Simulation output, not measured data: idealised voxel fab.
The following is a process module called voxel gate over fins.
The cross-section shown here is cut; it is 240 nm wide and divided into square cells measuring 5 nm on a side.
A cross-section is a grid of square cells, given in bands from the top down. A band is one or more rows of cells.
Band entry format. Leading values: height of top, height of bottom, nm. Remainder: materials in left-to-right order, each with its width in nm. Special words: "edge to edge" on a single material, which then fills the band edge to edge; "blank", empty space.
Heights from 0 (as-received wafer is one material below). Bottom band endless downward, as "0 down".
It should be noted that a width expressed as "30 to 40" varies in equal increments from row to row of cells within the band, taking the value of the first number at the top row and that of the second number at the bottom row.
No cell of the cross-section changed in a step that is given as "remained unchanged".
Heads up: "Entrapped voids" only lists the empty pockets with no open path to the top that are 8 cells or more, and it writes them as width x height at distance, distance from the left edge, in nm.
That trailing text on a step's line, after the settings, is the simulator's own remark on the step.
For masked steps, "overlay nm" on the step line gives how far right of plan the mask actually lay; a minus sign means it lay to the left.

**plan**
1: RECEIVE (material Si)
2: CONFORMAL_DEP (material SiN; thk nm 5)
3: DIRECTIONAL_DEP (material aC; thk nm 15)
4: PATTERN (tone cover; mask id FINS; material resist; width nm 15; pitch nm 50; thk nm 35; overlay nm 0)
5: DIRECTIONAL_ETCH (etch materials aC; depth nm 15)
6: STRIP (etch materials resist)
7: DIRECTIONAL_ETCH (etch materials SiN; depth nm 5)
8: DIRECTIONAL_ETCH (etch materials Si; depth nm 35)
9: STRIP (etch materials aC)
10: OXIDIZE (depth nm 5)
11: FILL_DEP (material SiO2; thk nm 15)
12: CMP (height nm 5)
13: MASKED_ETCH (tone open; mask id RAIL; width nm 15; etch materials SiO2; depth nm 35; overlay nm 0)
14: CONFORMAL_DEP (material TiN; thk nm 5)
15: FILL_DEP (material W; thk nm 5)
16: CMP (height nm 5)
17: SELECTIVE_ETCH (etch materials W Ru TiN; depth nm 20)
18: FILL_DEP (material SiO2; thk nm 5)
19: CMP (height nm 5)
20: SELECTIVE_ETCH (etch materials SiO2; depth nm 15)
21: STRIP (etch materials SiN)
22: CONFORMAL_DEP (material HfO2; thk nm 5)
23: CONFORMAL_DEP (material TiN; thk nm 5)
24: CONFORMAL_DEP (material TiAl; thk nm 5)
25: CONFORMAL_DEP (material TiN; thk nm 5)
26: FILL_DEP (material W; thk nm 15)
27: CMP (height nm 30)
28: CONFORMAL_DEP (material SiCN; thk nm 5)

**Of two wafers, the first: run according to plan**

**Cross-sectional view of the wafer in its as-received condition, corresponding to the state after step 1**
	0 down = Si edge to edge
	Entrapped voids: none

**Step 2 complete: cross-section through the wafer**
	5 to 0 = SiN edge to edge
	Beneath the level 0, the cross-section is identical to its previous state.

**Step 3 complete: cross-section through the wafer**
	20 to 5 = aC edge to edge
	Beneath the level 5, the cross-section is identical to its previous state.

**Step 4 complete: cross-section through the wafer**
	55 to 20 = blank 85; resist 15; blank 35; resist 15; blank 90
	Beneath the level 20, the cross-section is identical to its previous state.

**Step 5 complete: cross-section through the wafer**
	40 to 20 = blank 85; resist 15; blank 35; resist 15; blank 90
	20 to 5 = blank 85; aC 15; blank 35; aC 15; blank 90
	Beneath the level 5, the cross-section is identical to its previous state.

**Step 6 complete: cross-section through the wafer**
	20 to 5 = blank 85; aC 15; blank 35; aC 15; blank 90
	Beneath the level 5, the cross-section is identical to its previous state.

**Step 7 complete: cross-section through the wafer**
	20 to 5 = blank 85; aC 15; blank 35; aC 15; blank 90
	5 to 0 = blank 85; SiN 15; blank 35; SiN 15; blank 90
	Beneath the level 0, the cross-section is identical to its previous state.

**Step 8 complete: cross-section through the wafer**
	20 to 5 = blank 85; aC 15; blank 35; aC 15; blank 90
	5 to 0 = blank 85; SiN 15; blank 35; SiN 15; blank 90
	0 to -35 = blank 85; Si 15; blank 35; Si 15; blank 90
	Beneath the level -35, the cross-section is identical to its previous state.

**Step 9 complete: cross-section through the wafer**
	5 to 0 = blank 85; SiN 15; blank 35; SiN 15; blank 90
	Beneath the level 0, the cross-section is identical to its previous state.

**Step 10 complete: cross-section through the wafer**
	5 to 0 = blank 85; SiN 15; blank 35; SiN 15; blank 90
	0 to -35 = blank 85; SiO2 5; Si 5; SiO2 5; blank 35; SiO2 5; Si 5; SiO2 5; blank 90
	-35 to -40 = SiO2 90; Si 5; SiO2 45; Si 5; SiO2 95
	Beneath the level -40, the cross-section is identical to its previous state.

**Step 11 complete: cross-section through the wafer**
	20 to 5 = SiO2 edge to edge
	5 to 0 = SiO2 85; SiN 15; SiO2 35; SiN 15; SiO2 90
	0 to -40 = SiO2 90; Si 5; SiO2 45; Si 5; SiO2 95
	Beneath the level -40, the cross-section is identical to its previous state.

**Step 12 complete: cross-section through the wafer**
	5 to 0 = SiO2 85; SiN 15; SiO2 35; SiN 15; SiO2 90
	Beneath the level 0, the cross-section is identical to its previous state.

**Step 13 complete: cross-section through the wafer**
	5 to 0 = SiO2 85; SiN 15; SiO2 10; blank 15; SiO2 10; SiN 15; SiO2 90
	0 to -30 = SiO2 90; Si 5; SiO2 15; blank 15; SiO2 15; Si 5; SiO2 95
	Beneath the level -30, the cross-section is identical to its previous state.

**Step 14 complete: cross-section through the wafer**
	10 to 5 = TiN 115; blank 5; TiN 120
	5 to 0 = SiO2 85; SiN 15; SiO2 10; TiN 5; blank 5; TiN 5; SiO2 10; SiN 15; SiO2 90
	0 to -25 = SiO2 90; Si 5; SiO2 15; TiN 5; blank 5; TiN 5; SiO2 15; Si 5; SiO2 95
	-25 to -30 = SiO2 90; Si 5; SiO2 15; TiN 15; SiO2 15; Si 5; SiO2 95
	Beneath the level -30, the cross-section is identical to its previous state.

**Step 15 complete: cross-section through the wafer**
	15 to 10 = W edge to edge
	10 to 5 = TiN 115; W 5; TiN 120
	5 to 0 = SiO2 85; SiN 15; SiO2 10; TiN 5; W 5; TiN 5; SiO2 10; SiN 15; SiO2 90
	0 to -25 = SiO2 90; Si 5; SiO2 15; TiN 5; W 5; TiN 5; SiO2 15; Si 5; SiO2 95
	Beneath the level -25, the cross-section is identical to its previous state.

**Step 16 complete: cross-section through the wafer**
	5 to 0 = SiO2 85; SiN 15; SiO2 10; TiN 5; W 5; TiN 5; SiO2 10; SiN 15; SiO2 90
	Beneath the level 0, the cross-section is identical to its previous state.

**Step 17 complete: cross-section through the wafer**
	5 to 0 = SiO2 85; SiN 15; SiO2 10; blank 15; SiO2 10; SiN 15; SiO2 90
	0 to -15 = SiO2 90; Si 5; SiO2 15; blank 15; SiO2 15; Si 5; SiO2 95
	Beneath the level -15, the cross-section is identical to its previous state.

**Step 18 complete: cross-section through the wafer**
	10 to 5 = SiO2 edge to edge
	5 to 0 = SiO2 85; SiN 15; SiO2 35; SiN 15; SiO2 90
	0 to -15 = SiO2 90; Si 5; SiO2 45; Si 5; SiO2 95
	Beneath the level -15, the cross-section is identical to its previous state.

**Step 19 complete: cross-section through the wafer**
	5 to 0 = SiO2 85; SiN 15; SiO2 35; SiN 15; SiO2 90
	Beneath the level 0, the cross-section is identical to its previous state.

**Step 20 complete: cross-section through the wafer**
	5 to 0 = blank 85; SiN 15; blank 35; SiN 15; blank 90
	0 to -10 = blank 90; Si 5; blank 45; Si 5; blank 95
	Beneath the level -10, the cross-section is identical to its previous state.

**Step 21 complete: cross-section through the wafer**
	0 to -10 = blank 90; Si 5; blank 45; Si 5; blank 95
	Beneath the level -10, the cross-section is identical to its previous state.

**Step 22 complete: cross-section through the wafer**
	5 to 0 = blank 85; HfO2 15; blank 35; HfO2 15; blank 90
	0 to -5 = blank 85; HfO2 5; Si 5; HfO2 5; blank 35; HfO2 5; Si 5; HfO2 5; blank 90
	-5 to -10 = HfO2 90; Si 5; HfO2 45; Si 5; HfO2 95
	Beneath the level -10, the cross-section is identical to its previous state.

**Step 23 complete: cross-section through the wafer**
	10 to 5 = blank 80; TiN 25; blank 25; TiN 25; blank 85
	5 to 0 = blank 80; TiN 5; HfO2 15; TiN 5; blank 25; TiN 5; HfO2 15; TiN 5; blank 85
	0 to -5 = TiN 85; HfO2 5; Si 5; HfO2 5; TiN 35; HfO2 5; Si 5; HfO2 5; TiN 90
	Beneath the level -5, the cross-section is identical to its previous state.

**Step 24 complete: cross-section through the wafer**
	15 to 10 = blank 75; TiAl 35; blank 15; TiAl 35; blank 80
	10 to 5 = blank 75; TiAl 5; TiN 25; TiAl 5; blank 15; TiAl 5; TiN 25; TiAl 5; blank 80
	5 to 0 = TiAl 80; TiN 5; HfO2 15; TiN 5; TiAl 25; TiN 5; HfO2 15; TiN 5; TiAl 85
	Beneath the level 0, the cross-section is identical to its previous state.

**Step 25 complete: cross-section through the wafer**
	20 to 15 = blank 70; TiN 45; blank 5; TiN 45; blank 75
	15 to 10 = blank 70; TiN 5; TiAl 35; TiN 5; blank 5; TiN 5; TiAl 35; TiN 5; blank 75
	10 to 5 = TiN 75; TiAl 5; TiN 25; TiAl 5; TiN 15; TiAl 5; TiN 25; TiAl 5; TiN 80
	Beneath the level 5, the cross-section is identical to its previous state.

**Step 26 complete: cross-section through the wafer**
	35 to 20 = W edge to edge
	20 to 15 = W 70; TiN 45; W 5; TiN 45; W 75
	15 to 10 = W 70; TiN 5; TiAl 35; TiN 5; W 5; TiN 5; TiAl 35; TiN 5; W 75
	Beneath the level 10, the cross-section is identical to its previous state.

**Step 27 complete: cross-section through the wafer**
	30 to 20 = W edge to edge
	Beneath the level 20, the cross-section is identical to its previous state.

**Step 28 complete: cross-section through the wafer**
	35 to 30 = SiCN edge to edge
	Beneath the level 30, the cross-section is identical to its previous state.

**Wafer two: like wafer one in start and plan, but with one mistake in execution; identical up to and including step 23**

**What the second wafer looks like in cross-section when step 24 should have wrapped up**
	25 to 15 = blank 65; TiAl 105; blank 70
	15 to 10 = TiAl edge to edge
	10 to 5 = TiAl 80; TiN 25; TiAl 25; TiN 25; TiAl 85
	5 to 0 = TiAl 80; TiN 5; HfO2 15; TiN 5; TiAl 25; TiN 5; HfO2 15; TiN 5; TiAl 85
	Beneath the level 0, the cross-section is identical to its previous state.

**What the second wafer looks like in cross-section when step 25 should have wrapped up**
	30 to 25 = blank 60; TiN 115; blank 65
	25 to 20 = blank 60; TiN 5; TiAl 105; TiN 5; blank 65
	20 to 15 = TiN 65; TiAl 105; TiN 70
	Beneath the level 15, the cross-section is identical to its previous state.

**What the second wafer looks like in cross-section when step 26 should have wrapped up**
	45 to 30 = W edge to edge
	30 to 25 = W 60; TiN 115; W 65
	25 to 20 = W 60; TiN 5; TiAl 105; TiN 5; W 65
	Beneath the level 20, the cross-section is identical to its previous state.

**What the second wafer looks like in cross-section when step 27 should have wrapped up**
	30 to 25 = W 60; TiN 115; W 65
	Beneath the level 25, the cross-section is identical to its previous state.

**What the second wafer looks like in cross-section when step 28 should have wrapped up**
	35 to 30 = SiCN edge to edge
	Beneath the level 30, the cross-section is identical to its previous state.
So what did we get wrong on this run? contrary to plan, step 24 was performed as CONFORMAL_DEP (material TiAl; thk nm 15)
Final wafer comparison in cells, second versus first, more or fewer per material: 110 more of TiAl | 4 fewer of TiN | 106 fewer of W
